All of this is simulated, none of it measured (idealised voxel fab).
Process module, titled voxel double patterning
Pictured: cross-section cut, 295 nm wide, on a grid of 5 nm square cells.
Think of the cross-section as a grid of square cells. We describe it in bands, top to bottom, and each band covers one or more rows of those cells.
Top height, bottom height, nm. Materials left to right, width each, nm. Single material + "all across" = fills band edge to edge. "blank" = empty.
Note: height 0 marks the level under which the wafer is uniformly one material as received. Lowest band unbounded below, written "0 nm and below".
Think of "30 to 40" as a width that walks from the first number to the second as you go down the band, top row to bottom row, taking equal-sized steps from row to row.
When a step is marked "nothing changed", none of the cells in the cross-section changed during that step.
In "Trapped cavities" the enclosed voids are listed, meaning empty spaces of 8 cells or larger without any opening to the top. The form is width x height at distance, distance from the left edge, units nm.
Text after the settings on a step's line: the simulator's own remark on that step.
The optional step-line setting "overlay nm" applies to steps with a mask and quantifies how far to the right of its planned location the mask lay, a negative value indicating leftward placement.

Below is the list of planned process steps:
step 1: RECEIVE (material Si)
step 2: CONFORMAL_DEP (material SiO2; thk nm 10)
step 3: DIRECTIONAL_DEP (material W; thk nm 10)
step 4: DIRECTIONAL_DEP (material SiN; thk nm 5)
step 5: MASKED_ETCH (tone open; mask id FIRST; width nm 15; pitch nm 50; etch materials SiN; depth nm 5; overlay nm 0)
step 6: DIRECTIONAL_DEP (material aC; thk nm 10)
step 7: PATTERN (tone open; mask id SECOND; material resist; width nm 15; pitch nm 50; thk nm 25; overlay nm 0)
step 8: DIRECTIONAL_ETCH (etch materials aC; depth nm 10)
step 9: STRIP (etch materials resist)
step 10: DIRECTIONAL_ETCH (etch materials SiN; depth nm 5)
step 11: STRIP (etch materials aC)
step 12: DIRECTIONAL_ETCH (etch materials W; depth nm 10)
step 13: STRIP (etch materials SiN)
Quick note for whoever runs this: the wafers start identical, but the width nm at step 5 isn't the same across them. The plan just shows what the first wafer had.

The as-received cross-section of the first of several wafers corresponds to the state after step 1:
- 0 nm and below: Si all across
- Trapped cavities: none

Take a look at the first of several wafers in cross-section: the module is done, and step 13 was its last step:
- 20 nm to 10 nm: 90 W | 15 blank | 10 W | 15 blank | 10 W | 15 blank | 10 W | 15 blank | 10 W | 15 blank | 90 W
- 10 nm to 0 nm: SiO2 all across
- 0 nm and below: Si all across
- Trapped cavities: none

The last wafer as seen in cross-section at the end of the module:
- 20 nm to 10 nm: 85 W | 45 blank | 5 W | 45 blank | 5 W | 30 blank | 80 W
- 10 nm to 0 nm: SiO2 all across
- 0 nm and below: Si all across
- Trapped cavities: none

Note: the following table is arranged by wafer, a row apiece. Each row reports the end-of-module state: per material, cells gained (+) or cells lost (-) compared with the wafer as received; closed voids follow:
width nm 15; +118 SiO2; +88 W; Trapped cavities: none
width nm 20; +118 SiO2; +82 W; Trapped cavities: none
width nm 25; +118 SiO2; +76 W; Trapped cavities: none
width nm 30; +118 SiO2; +70 W; Trapped cavities: none
